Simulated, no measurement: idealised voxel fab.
The following process module bears the name voxel capacitor over wiring.
We display cut, a cross-section 155 nm in width whose square cells are each 5 nm.
Cross-section spec: square-cell grid; bands listed top down; each band is one or more rows.
Band: top height; bottom height; in nm. Then, left to right: material with width in nm, for each material. "throughout": a single material spanning edge to edge. "blank": empty space.
Note: height 0 marks the level under which the wafer is uniformly one material as received. Lowest band unbounded below, written "0..down".
A two-number width, for instance "30..40", indicates that the width is equal to the first number in the top row of the band and to the second number in the bottom row, and that it changes by a constant amount per row of cells.
Step note "no alteration" = no cross-section cell changed.
Entry "Sealed void inventory" = empty spaces >= 8 cells with no open way to the top; each as width x height at distance, distance from left edge, all nm.
The remark found on a step's line after its settings is issued by the simulator itself and pertains to that step.
"overlay nm" denotes, for a step that has a mask, the displacement of the mask to the right of its planned place, with negative values corresponding to the left.

PROCESS STEPS - PLAN
1. RECEIVE, material Si
2. CONFORMAL_DEP, material SiO2, thk nm 15
3. DIRECTIONAL_DEP, material TiN, thk nm 5
4. DIRECTIONAL_DEP, material W, thk nm 15
5. PATTERN, tone cover, mask id METAL_1, material resist, width nm 25, pitch nm 95, thk nm 20, overlay nm 0
6. DIRECTIONAL_ETCH, etch materials W, depth nm 15
7. DIRECTIONAL_ETCH, etch materials TiN, depth nm 5
8. STRIP, etch materials resist
9. FILL_DEP, material lowk, thk nm 5
10. CMP, height nm 35
11. CONFORMAL_DEP, material SiCN, thk nm 5
12. DIRECTIONAL_DEP, material SiO2, thk nm 20
13. MASKED_ETCH, tone open, mask id PLUG_1, width nm 15, etch materials SiO2, depth nm 20, overlay nm 0
14. MASKED_ETCH, tone open, mask id PLUG_1, width nm 15, etch materials SiCN, depth nm 5, overlay nm 0
15. CONFORMAL_DEP, material TiN, thk nm 5
16. FILL_DEP, material Cu, thk nm 5
17. CMP, height nm 60
18. DIRECTIONAL_DEP, material TiN, thk nm 10
19. DIRECTIONAL_DEP, material SiN, thk nm 5
20. DIRECTIONAL_DEP, material TiN, thk nm 10
21. MASKED_ETCH, tone cover, mask id UPPER_PLATE, width nm 75, etch materials TiN, depth nm 10, overlay nm 0
22. MASKED_ETCH, tone cover, mask id UPPER_PLATE, width nm 75, etch materials SiN, depth nm 5, overlay nm 0
23. MASKED_ETCH, tone cover, mask id LOWER_PLATE, width nm 85, etch materials TiN, depth nm 10, overlay nm 0
24. FILL_DEP, material SiO2, thk nm 15
25. CMP, height nm 95
26. PATTERN, tone open, mask id PLUG_2, material resist, width nm 15, thk nm 20, overlay nm 0
27. DIRECTIONAL_ETCH, etch materials SiO2, depth nm 10
28. STRIP, etch materials resist
29. CONFORMAL_DEP, material TiN, thk nm 5
30. FILL_DEP, material Ru, thk nm 5
31. CMP, height nm 95
32. CONFORMAL_DEP, material SiCN, thk nm 5

THE FIRST OF TWO WAFERS, RUN AS PLANNED

SO THIS IS THE INCOMING WAFER IN CROSS-SECTION - IT'S ALREADY BEEN THROUGH STEP 1
0..down  Si throughout
Sealed void inventory: none

SECTIONAL VIEW: WAFER, AFTER STEP 2
15..0  SiO2 throughout
Anything lower than 0 is untouched.

SECTIONAL VIEW: WAFER, AFTER STEP 3
20..15  TiN throughout
Anything lower than 15 is untouched.

SECTIONAL VIEW: WAFER, AFTER STEP 4
35..20  W throughout
Anything lower than 20 is untouched.

SECTIONAL VIEW: WAFER, AFTER STEP 5
55..35  blank: 15, then resist: 25, then blank: 70, then resist: 25, then blank: 20
Anything lower than 35 is untouched.

SECTIONAL VIEW: WAFER, AFTER STEP 6
55..35  blank: 15, then resist: 25, then blank: 70, then resist: 25, then blank: 20
35..20  blank: 15, then W: 25, then blank: 70, then W: 25, then blank: 20
Anything lower than 20 is untouched.

SECTIONAL VIEW: WAFER, AFTER STEP 7
55..35  blank: 15, then resist: 25, then blank: 70, then resist: 25, then blank: 20
35..20  blank: 15, then W: 25, then blank: 70, then W: 25, then blank: 20
20..15  blank: 15, then TiN: 25, then blank: 70, then TiN: 25, then blank: 20
Anything lower than 15 is untouched.

SECTIONAL VIEW: WAFER, AFTER STEP 8
35..20  blank: 15, then W: 25, then blank: 70, then W: 25, then blank: 20
Anything lower than 20 is untouched.

SECTIONAL VIEW: WAFER, AFTER STEP 9
40..35  lowk throughout
35..20  lowk: 15, then W: 25, then lowk: 70, then W: 25, then lowk: 20
20..15  lowk: 15, then TiN: 25, then lowk: 70, then TiN: 25, then lowk: 20
Anything lower than 15 is untouched.

SECTIONAL VIEW: WAFER, AFTER STEP 10
35..20  lowk: 15, then W: 25, then lowk: 70, then W: 25, then lowk: 20
Anything lower than 20 is untouched.

SECTIONAL VIEW: WAFER, AFTER STEP 11
40..35  SiCN throughout
Anything lower than 35 is untouched.

SECTIONAL VIEW: WAFER, AFTER STEP 12
60..40  SiO2 throughout
Anything lower than 40 is untouched.

SECTIONAL VIEW: WAFER, AFTER STEP 13
60..40  SiO2: 25, then blank: 15, then SiO2: 115
Anything lower than 40 is untouched.

SECTIONAL VIEW: WAFER, AFTER STEP 14
60..40  SiO2: 25, then blank: 15, then SiO2: 115
40..35  SiCN: 25, then blank: 15, then SiCN: 115
Anything lower than 35 is untouched.

SECTIONAL VIEW: WAFER, AFTER STEP 15
65..60  TiN: 30, then blank: 5, then TiN: 120
60..40  SiO2: 25, then TiN: 5, then blank: 5, then TiN: 5, then SiO2: 115
40..35  SiCN: 25, then TiN: 15, then SiCN: 115
Anything lower than 35 is untouched.

SECTIONAL VIEW: WAFER, AFTER STEP 16
70..65  Cu throughout
65..60  TiN: 30, then Cu: 5, then TiN: 120
60..40  SiO2: 25, then TiN: 5, then Cu: 5, then TiN: 5, then SiO2: 115
Anything lower than 40 is untouched.

SECTIONAL VIEW: WAFER, AFTER STEP 17
60..40  SiO2: 25, then TiN: 5, then Cu: 5, then TiN: 5, then SiO2: 115
Anything lower than 40 is untouched.

SECTIONAL VIEW: WAFER, AFTER STEP 18
70..60  TiN throughout
Anything lower than 60 is untouched.

SECTIONAL VIEW: WAFER, AFTER STEP 19
75..70  SiN throughout
Anything lower than 70 is untouched.

SECTIONAL VIEW: WAFER, AFTER STEP 20
85..75  TiN throughout
Anything lower than 75 is untouched.

SECTIONAL VIEW: WAFER, AFTER STEP 21
85..75  blank: 25, then TiN: 75, then blank: 55
Anything lower than 75 is untouched.

SECTIONAL VIEW: WAFER, AFTER STEP 22
85..75  blank: 25, then TiN: 75, then blank: 55
75..70  blank: 25, then SiN: 75, then blank: 55
Anything lower than 70 is untouched.

SECTIONAL VIEW: WAFER, AFTER STEP 23
85..75  blank: 25, then TiN: 75, then blank: 55
75..70  blank: 25, then SiN: 75, then blank: 55
70..60  blank: 20, then TiN: 85, then blank: 50
Anything lower than 60 is untouched.

SECTIONAL VIEW: WAFER, AFTER STEP 24
100..85  SiO2 throughout
85..75  SiO2: 25, then TiN: 75, then SiO2: 55
75..70  SiO2: 25, then SiN: 75, then SiO2: 55
70..60  SiO2: 20, then TiN: 85, then SiO2: 50
Anything lower than 60 is untouched.

SECTIONAL VIEW: WAFER, AFTER STEP 25
95..85  SiO2 throughout
Anything lower than 85 is untouched.

SECTIONAL VIEW: WAFER, AFTER STEP 26
115..95  resist: 35, then blank: 15, then resist: 105
Anything lower than 95 is untouched.

SECTIONAL VIEW: WAFER, AFTER STEP 27
115..95  resist: 35, then blank: 15, then resist: 105
95..85  SiO2: 35, then blank: 15, then SiO2: 105
Anything lower than 85 is untouched.

SECTIONAL VIEW: WAFER, AFTER STEP 28
95..85  SiO2: 35, then blank: 15, then SiO2: 105
Anything lower than 85 is untouched.

SECTIONAL VIEW: WAFER, AFTER STEP 29
100..95  TiN: 40, then blank: 5, then TiN: 110
95..90  SiO2: 35, then TiN: 5, then blank: 5, then TiN: 5, then SiO2: 105
90..85  SiO2: 35, then TiN: 15, then SiO2: 105
Anything lower than 85 is untouched.

SECTIONAL VIEW: WAFER, AFTER STEP 30
105..100  Ru throughout
100..95  TiN: 40, then Ru: 5, then TiN: 110
95..90  SiO2: 35, then TiN: 5, then Ru: 5, then TiN: 5, then SiO2: 105
Anything lower than 90 is untouched.

SECTIONAL VIEW: WAFER, AFTER STEP 31
95..90  SiO2: 35, then TiN: 5, then Ru: 5, then TiN: 5, then SiO2: 105
Anything lower than 90 is untouched.

SECTIONAL VIEW: WAFER, AFTER STEP 32
100..95  SiCN throughout
Anything lower than 95 is untouched.

WHAT FOLLOWS CONCERNS THE SECOND WAFER, WHICH STARTED OUT LIKE THE FIRST AND WAS MEANT TO FOLLOW THE VERY SAME PLAN; ONE MISTAKE CREPT IN WHEN IT WAS RUN, BUT EVERYTHING UP TO AND INCLUDING STEP 12 IS THE SAME AS FOR THE FIRST WAFER

PLANNED END OF STEP 13: SECOND WAFER, CROSS-SECTION
60..40  blank: 25, then SiO2: 15, then blank: 115
Anything lower than 40 is untouched.

Planned end of step 14: second wafer, cross-section: no alteration

PLANNED END OF STEP 15: SECOND WAFER, CROSS-SECTION
65..60  blank: 20, then TiN: 25, then blank: 110
60..45  blank: 20, then TiN: 5, then SiO2: 15, then TiN: 5, then blank: 110
45..40  TiN: 25, then SiO2: 15, then TiN: 115
Anything lower than 40 is untouched.

PLANNED END OF STEP 16: SECOND WAFER, CROSS-SECTION
70..65  Cu throughout
65..60  Cu: 20, then TiN: 25, then Cu: 110
60..45  Cu: 20, then TiN: 5, then SiO2: 15, then TiN: 5, then Cu: 110
Anything lower than 45 is untouched.

PLANNED END OF STEP 17: SECOND WAFER, CROSS-SECTION
60..45  Cu: 20, then TiN: 5, then SiO2: 15, then TiN: 5, then Cu: 110
Anything lower than 45 is untouched.

PLANNED END OF STEP 18: SECOND WAFER, CROSS-SECTION
70..60  TiN throughout
Anything lower than 60 is untouched.

PLANNED END OF STEP 19: SECOND WAFER, CROSS-SECTION
75..70  SiN throughout
Anything lower than 70 is untouched.

PLANNED END OF STEP 20: SECOND WAFER, CROSS-SECTION
85..75  TiN throughout
Anything lower than 75 is untouched.

PLANNED END OF STEP 21: SECOND WAFER, CROSS-SECTION
85..75  blank: 25, then TiN: 75, then blank: 55
Anything lower than 75 is untouched.

PLANNED END OF STEP 22: SECOND WAFER, CROSS-SECTION
85..75  blank: 25, then TiN: 75, then blank: 55
75..70  blank: 25, then SiN: 75, then blank: 55
Anything lower than 70 is untouched.

PLANNED END OF STEP 23: SECOND WAFER, CROSS-SECTION
85..75  blank: 25, then TiN: 75, then blank: 55
75..70  blank: 25, then SiN: 75, then blank: 55
70..60  blank: 20, then TiN: 85, then blank: 50
Anything lower than 60 is untouched.

PLANNED END OF STEP 24: SECOND WAFER, CROSS-SECTION
100..85  SiO2 throughout
85..75  SiO2: 25, then TiN: 75, then SiO2: 55
75..70  SiO2: 25, then SiN: 75, then SiO2: 55
70..60  SiO2: 20, then TiN: 85, then SiO2: 50
Anything lower than 60 is untouched.

PLANNED END OF STEP 25: SECOND WAFER, CROSS-SECTION
95..85  SiO2 throughout
Anything lower than 85 is untouched.

PLANNED END OF STEP 26: SECOND WAFER, CROSS-SECTION
115..95  resist: 35, then blank: 15, then resist: 105
Anything lower than 95 is untouched.

PLANNED END OF STEP 27: SECOND WAFER, CROSS-SECTION
115..95  resist: 35, then blank: 15, then resist: 105
95..85  SiO2: 35, then blank: 15, then SiO2: 105
Anything lower than 85 is untouched.

PLANNED END OF STEP 28: SECOND WAFER, CROSS-SECTION
95..85  SiO2: 35, then blank: 15, then SiO2: 105
Anything lower than 85 is untouched.

PLANNED END OF STEP 29: SECOND WAFER, CROSS-SECTION
100..95  TiN: 40, then blank: 5, then TiN: 110
95..90  SiO2: 35, then TiN: 5, then blank: 5, then TiN: 5, then SiO2: 105
90..85  SiO2: 35, then TiN: 15, then SiO2: 105
Anything lower than 85 is untouched.

PLANNED END OF STEP 30: SECOND WAFER, CROSS-SECTION
105..100  Ru throughout
100..95  TiN: 40, then Ru: 5, then TiN: 110
95..90  SiO2: 35, then TiN: 5, then Ru: 5, then TiN: 5, then SiO2: 105
Anything lower than 90 is untouched.

PLANNED END OF STEP 31: SECOND WAFER, CROSS-SECTION
95..90  SiO2: 35, then TiN: 5, then Ru: 5, then TiN: 5, then SiO2: 105
Anything lower than 90 is untouched.

PLANNED END OF STEP 32: SECOND WAFER, CROSS-SECTION
100..95  SiCN throughout
Anything lower than 95 is untouched.
what went wrong: step 13 deviated from plan and actually ran as MASKED_ETCH, tone cover, mask id PLUG_1, width nm 15, etch materials SiO2, depth nm 20, overlay nm 0
FYI, end of process, the second wafer has more or fewer cells of some materials than the first: +74 Cu | +3 SiCN | -100 SiO2 | +23 TiN
